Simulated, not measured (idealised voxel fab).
The following process module bears the name voxel trench capacitor.
Cross-section cut spans 245 nm and uses square cells 5 nm in size.
Notation: cross-section as square-cell grid; stated in bands, top first, going down; one or more cell rows per band.
Look at the band entry: it leads with the top's height and the bottom's height in nm. Then it lists the materials left to right, with a width in nm for each. The word "full width" on a single material says that material fills the band edge to edge. The word "air" is empty space.
Note: height 0 marks the level under which the wafer is uniformly one material as received. Lowest band unbounded below, written "0 and below".
It should be noted that a width expressed as "30..40" varies in equal increments from row to row of cells within the band, taking the value of the first number at the top row and that of the second number at the bottom row.
Basically "nothing different" means that step didn't change any cell in the cross-section.
If an empty space has no open way to the top and is at least 8 cells in size, "Closed internal voids" lists it, written width x height at distance, where distance is measured from the left edge and every value is in nm.
after a step's settings: what the simulator itself notes on the step
On any step carrying a mask, the "overlay nm" setting, if present on the step's line, tells how far right of its planned place the mask lay; negative values point to the left.

### Planned step list for the process
1,RECEIVE (material Si)
2,CONFORMAL_DEP (material SiN; thk nm 10)
3,MASKED_ETCH (tone open; mask id TRENCH; width nm 20; pitch nm 40; etch materials SiN; depth nm 10; overlay nm 0)
4,MASKED_ETCH (tone open; mask id TRENCH; width nm 15; pitch nm 40; etch materials Si; depth nm 30; overlay nm 0)
5,CONFORMAL_DEP (material SiO2; thk nm 5)
6,FILL_DEP (material polySi; thk nm 10)
7,CMP (height nm 10)
The plan shows the width nm of step 4 as the first wafer had it; this setting differs between the wafers, which start out alike.

### Step 1 complete: as-received cross-section of the first of several wafers
0 and below = Si full width
Closed internal voids: none

### Note: the following table is arranged by wafer, a row apiece. Each row reports the end-of-module state: per material, cells gained (+) or cells lost (-) compared with the wafer as received; closed voids follow
width nm 15 | -36 Si | +82 SiN | +36 SiO2 | +16 polySi | Closed internal voids: none
width nm 20 | -48 Si | +82 SiN | +36 SiO2 | +28 polySi | Closed internal voids: none
width nm 25 | -48 Si | +82 SiN | +36 SiO2 | +28 polySi | Closed internal voids: none
